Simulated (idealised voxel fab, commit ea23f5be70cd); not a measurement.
The following is a process module called voxel lift off.
Xsec cut, 245 nm wide, square cell size 5 nm.
This document writes a cross-section as a grid whose cells are square, and gives it as bands, listed from the top down; one or more rows of cells form a band.
Within each band entry, the heights of the top and of the bottom of the band appear first, in that order and in nm; the materials of the band then follow from left to right, each with its corresponding width in nm. The designation "throughout" on a single material indicates that it fills the band from edge to edge; the designation "air" indicates empty space.
Ref level 0: as-received wafer is one material below here. Bottom band extends down with no lower bound ("from 0 down").
A width given as "30..40" starts at the first number in the band's top row and ends at the second number in its bottom row, shifting by an equal amount at every step from row to row.
The designation "no alterations made", where it is given for a processing step, indicates that no cell of the cross-section was altered in the course of that step.
In "Internal closed voids" the enclosed voids are listed, meaning empty spaces of 8 cells or larger without any opening to the top. The form is width x height at distance, distance from the left edge, units nm.
Heads up: the bit after the settings on a step's line is the simulator's remark on that step.
overlay nm: how far to the right of its planned place the mask lay on this masked step (negative: to the left).

## The planned process steps are enumerated hereunder
| 1 | RECEIVE with material Si |
| 2 | CONFORMAL_DEP with material Al2O3, thk nm 5 |
| 3 | PATTERN with tone open, mask id LINES, material resist, width nm 25, pitch nm 45, thk nm 20, overlay nm 0 |
| 4 | DIRECTIONAL_DEP with material Ru, thk nm 5 |
| 5 | STRIP with etch materials resist |
| 6 | CONFORMAL_DEP with material SiO2, thk nm 10 |

## as received, after step 1
	from 0 down: Si throughout
	Internal closed voids: none

## Run as planned - first of the two wafers cross-sectioned at the end of the module
	from 20 to 15: air 30 nm / SiO2 180 nm / air 35 nm
	from 15 to 10: SiO2 throughout
	from 10 to 5: SiO2 40 nm / Ru 25 nm / SiO2 20 nm / Ru 25 nm / SiO2 20 nm / Ru 25 nm / SiO2 20 nm / Ru 25 nm / SiO2 45 nm
	from 5 to 0: Al2O3 throughout
	from 0 down: Si throughout
	Internal closed voids: none

## Module end: cross-section of wafer two of two. Same start and process plan as the first wafer. One mistake during execution
	from 20 to 15: SiO2 50 nm / air 5 nm / SiO2 40 nm / air 5 nm / SiO2 40 nm / air 5 nm / SiO2 40 nm / air 5 nm / SiO2 55 nm
	from 15 to 10: SiO2 throughout
	from 10 to 5: Ru 40 nm / SiO2 25 nm / Ru 20 nm / SiO2 25 nm / Ru 20 nm / SiO2 25 nm / Ru 20 nm / SiO2 25 nm / Ru 45 nm
	from 5 to 0: Al2O3 throughout
	from 0 down: Si throughout
	Internal closed voids: none
Processing error: in deviation from the planned setting, step 3 was conducted as PATTERN with tone cover, mask id LINES, material resist, width nm 25, pitch nm 45, thk nm 20, overlay nm 0
Looking at both finished wafers in cells, the second ends up ahead of or behind the first on some materials: Ru +9
